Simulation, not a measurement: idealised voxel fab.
The document below concerns the process module designated voxel transistor to metal.
This is section cut - it's 275 nm across, gridded in 5 nm square cells.
Square cells in a grid make up a cross-section in this document, and the grid is given as bands, listed from the top down, each one or more rows of cells.
Band entry format. Leading values: height of top, height of bottom, nm. Remainder: materials in left-to-right order, each with its width in nm. Special words: "edge to edge" on a single material, which then fills the band edge to edge; "air", empty space.
Where do heights start? At 0: under that level the wafer as delivered is made of one material only. And the lowest band has no floor; it just carries on downward, as in "0 and below".
Width "30..40": first value at the band's top row of cells, second value at its bottom row, equal change from row to row.
Where the words "nothing altered" appear for a step, the cross-section shows no cell changed by that step; every cell remained as before.
The entry "Entrapped voids" lists the empty spaces that cover at least 8 cells and have no open path to the top. Each is written as width x height at distance, where the distance is measured from the left edge and all three values are in nm.
The remark found on a step's line after its settings is issued by the simulator itself and pertains to that step.
overlay nm: how far to the right of its planned place the mask lay on this masked step (negative: to the left).
### So here's the lineup of process steps we planned
- 1: RECEIVE (material Si)
- 2: CONFORMAL_DEP (material SiO2; thk nm 5)
- 3: CONFORMAL_DEP (material SiN; thk nm 10)
- 4: DIRECTIONAL_DEP (material aC; thk nm 10)
- 5: PATTERN (tone cover; mask id ACTIVE; material resist; width nm 105; pitch nm 125; thk nm 30; overlay nm 0)
- 6: DIRECTIONAL_ETCH (etch materials aC; depth nm 10)
- 7: STRIP (etch materials resist)
- 8: DIRECTIONAL_ETCH (etch materials SiN; depth nm 10)
- 9: DIRECTIONAL_ETCH (etch materials SiO2; depth nm 5)
- 10: DIRECTIONAL_ETCH (etch materials Si; depth nm 20)
- 11: STRIP (etch materials aC)
- 12: OXIDIZE (depth nm 5)
- 13: FILL_DEP (material SiO2; thk nm 15)
- 14: CMP (height nm 15)
- 15: SELECTIVE_ETCH (etch materials SiO2; depth nm 10)
- 16: STRIP (etch materials SiN)
- 17: SELECTIVE_ETCH (etch materials SiO2; depth nm 5)
- 18: OXIDIZE (depth nm 5)
- 19: DIRECTIONAL_DEP (material polySi; thk nm 25)
- 20: DIRECTIONAL_DEP (material SiCN; thk nm 15)
- 21: PATTERN (tone cover; mask id GATE; material resist; width nm 25; pitch nm 125; thk nm 15; overlay nm 0)
- 22: DIRECTIONAL_ETCH (etch materials SiCN; depth nm 25)
- 23: DIRECTIONAL_ETCH (etch materials polySi; depth nm 35)
- 24: STRIP (etch materials resist)
- 25: CONFORMAL_DEP (material SiO2; thk nm 5)
- 26: DIRECTIONAL_ETCH (etch materials SiO2; depth nm 5)
- 27: CONFORMAL_DEP (material SiN; thk nm 10)
- 28: DIRECTIONAL_ETCH (etch materials SiN; depth nm 10)
- 29: DIRECTIONAL_ETCH (etch materials SiO2; depth nm 5)
- 30: EPI (material SiGe; thk nm 5)
- 31: FILL_DEP (material SiO2; thk nm 10)
- 32: CMP (height nm 25)
- 33: STRIP (etch materials polySi)
- 34: SELECTIVE_ETCH (etch materials SiO2; depth nm 5)
- 35: CONFORMAL_DEP (material HfO2; thk nm 5)
- 36: CONFORMAL_DEP (material TiN; thk nm 5)
- 37: FILL_DEP (material W; thk nm 5)
- 38: CMP (height nm 20)
- 39: DIRECTIONAL_DEP (material SiO2; thk nm 10)
- 40: MASKED_ETCH (tone open; mask id CONTACT; width nm 15; etch materials SiO2; depth nm 30; overlay nm 0)
- 41: CONFORMAL_DEP (material TiN; thk nm 5)
- 42: FILL_DEP (material Ru; thk nm 5)
- 43: CMP (height nm 30)
- 44: DIRECTIONAL_DEP (material TiN; thk nm 5)
- 45: DIRECTIONAL_DEP (material Ru; thk nm 25)
- 46: PATTERN (tone cover; mask id METAL_1; material resist; width nm 15; thk nm 20; overlay nm 0)
- 47: DIRECTIONAL_ETCH (etch materials Ru; depth nm 25)
- 48: DIRECTIONAL_ETCH (etch materials TiN; depth nm 5)
- 49: STRIP (etch materials resist)
- 50: FILL_DEP (material lowk; thk nm 5)
- 51: CMP (height nm 60)
- 52: CONFORMAL_DEP (material SiN; thk nm 5)
### Received-state cross-section, reflecting completion of step 1
> 0 and below  Si edge to edge
> Entrapped voids: none
### As-planned run: cross-section of the first of two wafers at end of module
> 65 down to 60  SiN edge to edge
> 60 down to 35  25 nm lowk; 15 nm Ru; 65 nm lowk; 15 nm Ru; 30 nm lowk; 15 nm Ru; 65 nm lowk; 15 nm Ru; 30 nm lowk
> 35 down to 30  25 nm lowk; 15 nm TiN; 65 nm lowk; 15 nm TiN; 30 nm lowk; 15 nm TiN; 65 nm lowk; 15 nm TiN; 30 nm lowk
> 30 down to 20  25 nm SiO2; 5 nm TiN; 5 nm Ru; 5 nm TiN; 65 nm SiO2; 5 nm TiN; 5 nm Ru; 5 nm TiN; 30 nm SiO2; 5 nm TiN; 5 nm Ru; 5 nm TiN; 65 nm SiO2; 5 nm TiN; 5 nm Ru; 5 nm TiN; 30 nm SiO2
> 20 down to 5  25 nm SiO2; 5 nm TiN; 5 nm Ru; 5 nm TiN; 5 nm SiO2; 10 nm SiN; 5 nm HfO2; 5 nm TiN; 15 nm W; 5 nm TiN; 5 nm HfO2; 10 nm SiN; 5 nm SiO2; 5 nm TiN; 5 nm Ru; 5 nm TiN; 30 nm SiO2; 5 nm TiN; 5 nm Ru; 5 nm TiN; 5 nm SiO2; 10 nm SiN; 5 nm HfO2; 5 nm TiN; 15 nm W; 5 nm TiN; 5 nm HfO2; 10 nm SiN; 5 nm SiO2; 5 nm TiN; 5 nm Ru; 5 nm TiN; 30 nm SiO2
> 5 down to 0  25 nm SiO2; 15 nm TiN; 5 nm SiO2; 10 nm SiN; 5 nm HfO2; 25 nm TiN; 5 nm HfO2; 10 nm SiN; 5 nm SiO2; 15 nm TiN; 30 nm SiO2; 15 nm TiN; 5 nm SiO2; 10 nm SiN; 5 nm HfO2; 25 nm TiN; 5 nm HfO2; 10 nm SiN; 5 nm SiO2; 15 nm TiN; 30 nm SiO2
> 0 down to -5  20 nm SiO2; 25 nm SiGe; 10 nm SiO2; 35 nm HfO2; 10 nm SiO2; 25 nm SiGe; 20 nm SiO2; 25 nm SiGe; 10 nm SiO2; 35 nm HfO2; 10 nm SiO2; 25 nm SiGe; 25 nm SiO2
> -5 down to -25  25 nm SiO2; 95 nm Si; 30 nm SiO2; 95 nm Si; 30 nm SiO2
> -25 and below  Si edge to edge
> Entrapped voids: none
### Cross-section of the latter of the two wafers at module completion. It had an identical start and an identical plan to the former; in running it, one mistake was made
> 65 down to 60  SiN edge to edge
> 60 down to 35  25 nm lowk; 15 nm Ru; 65 nm lowk; 15 nm Ru; 30 nm lowk; 15 nm Ru; 65 nm lowk; 15 nm Ru; 30 nm lowk
> 35 down to 30  25 nm lowk; 15 nm TiN; 65 nm lowk; 15 nm TiN; 30 nm lowk; 15 nm TiN; 65 nm lowk; 15 nm TiN; 30 nm lowk
> 30 down to 15  25 nm SiO2; 5 nm TiN; 5 nm Ru; 5 nm TiN; 65 nm SiO2; 5 nm TiN; 5 nm Ru; 5 nm TiN; 30 nm SiO2; 5 nm TiN; 5 nm Ru; 5 nm TiN; 65 nm SiO2; 5 nm TiN; 5 nm Ru; 5 nm TiN; 30 nm SiO2
> 15 down to 5  25 nm SiO2; 5 nm TiN; 5 nm Ru; 5 nm TiN; 5 nm SiO2; 10 nm SiN; 5 nm SiO2; 25 nm SiCN; 5 nm SiO2; 10 nm SiN; 5 nm SiO2; 5 nm TiN; 5 nm Ru; 5 nm TiN; 30 nm SiO2; 5 nm TiN; 5 nm Ru; 5 nm TiN; 5 nm SiO2; 10 nm SiN; 5 nm SiO2; 25 nm SiCN; 5 nm SiO2; 10 nm SiN; 5 nm SiO2; 5 nm TiN; 5 nm Ru; 5 nm TiN; 30 nm SiO2
> 5 down to 0  25 nm SiO2; 15 nm TiN; 5 nm SiO2; 10 nm SiN; 5 nm SiO2; 25 nm SiCN; 5 nm SiO2; 10 nm SiN; 5 nm SiO2; 15 nm TiN; 30 nm SiO2; 15 nm TiN; 5 nm SiO2; 10 nm SiN; 5 nm SiO2; 25 nm SiCN; 5 nm SiO2; 10 nm SiN; 5 nm SiO2; 15 nm TiN; 30 nm SiO2
> 0 down to -5  20 nm SiO2; 25 nm SiGe; 55 nm SiO2; 25 nm SiGe; 20 nm SiO2; 25 nm SiGe; 55 nm SiO2; 25 nm SiGe; 25 nm SiO2
> -5 down to -25  25 nm SiO2; 95 nm Si; 30 nm SiO2; 95 nm Si; 30 nm SiO2
> -25 and below  Si edge to edge
> Entrapped voids: none
Plan not followed: yeah, step 19 of the plan got skipped, never ran
Upon completion, the second wafer contains, in terms of cells, a greater or smaller amount of certain materials than the first wafer: -30 HfO2 | +30 SiCN | -8 SiN | +48 SiO2 | -22 TiN | -18 W
